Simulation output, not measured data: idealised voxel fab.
The name of this process module is voxel fin reveal.
cross-section cut | 235 nm wide | cells 5 nm
Cross-sections here: square-cell grids, written as top-down lists of bands, a band being one or more rows of cells. What a band's entry tells you: where the top is and where the bottom is, as heights in nm, and after that what lies inside, material by material from left to right, each with its width in nm. Empty space is written as the word "air", and a single material marked with the word "throughout" occupies the band from edge to edge. A quick word on heights: they are counted from 0, and under that level the wafer as it came to us is one material throughout. The lowest band is different from the rest in having no bottom; it simply continues downward, written as in "0 down". The expression "30 to 40" gives the width at the extremes of the band, the first number at its top row of cells and the second at its bottom row, with the width changing by equal amounts from each row to the next in between. It should be understood that the words "left unchanged", when stated for a given step, signify that the cross-section underwent no change in any of its cells during that step. "Closed void list" lists enclosed empty spaces (at least 8 cells, no open path upward to the top), each as width x height at distance from the left edge, in nm. If you see something after the settings on a step's line, that's the simulator's own remark about that step. The setting "overlay nm" may be written on the line of a step. When the step uses a mask, the value reports how far to the right of the planned place the mask lay, and a negative value reports that it lay to the left.

[The process steps that were planned are listed below]
step 1: RECEIVE [material Si]
step 2: CONFORMAL_DEP [material SiN] [thk nm 5]
step 3: PATTERN [tone cover] [mask id FINS] [material resist] [width nm 15] [pitch nm 40] [thk nm 20] [overlay nm 0]
step 4: DIRECTIONAL_ETCH [etch materials SiN] [depth nm 5]
step 5: DIRECTIONAL_ETCH [etch materials Si] [depth nm 35]
step 6: STRIP [etch materials resist]
step 7: OXIDIZE [depth nm 5]
step 8: FILL_DEP [material SiO2] [thk nm 5]
step 9: CMP [height nm 5]
step 10: SELECTIVE_ETCH [etch materials SiO2] [depth nm 15]
step 11: STRIP [etch materials SiN]
step 12: CONFORMAL_DEP [material SiO2] [thk nm 5]

[Cross-sectional view of the wafer in its as-received condition, corresponding to the state after step 1]
  0 down = Si throughout
  Closed void list: none

[Cross-section, end of module. Start: as above. Plan: as above. Execution: one mistake]
  5 to 0 = air (45); SiO2 (25); air (15); SiO2 (25); air (15); SiO2 (25); air (15); SiO2 (25); air (45)
  0 to -5 = air (45); SiO2 (5); Si (15); SiO2 (5); air (15); SiO2 (5); Si (15); SiO2 (5); air (15); SiO2 (5); Si (15); SiO2 (5); air (15); SiO2 (5); Si (15); SiO2 (5); air (45)
  -5 to -40 = SiO2 (50); Si (15); SiO2 (25); Si (15); SiO2 (25); Si (15); SiO2 (25); Si (15); SiO2 (50)
  -40 down = Si throughout
  Closed void list: none
Finding, execution versus plan: step 3 did not use the planned setting and instead ran as PATTERN [tone cover] [mask id FINS] [material resist] [width nm 25] [pitch nm 40] [thk nm 20] [overlay nm 0]
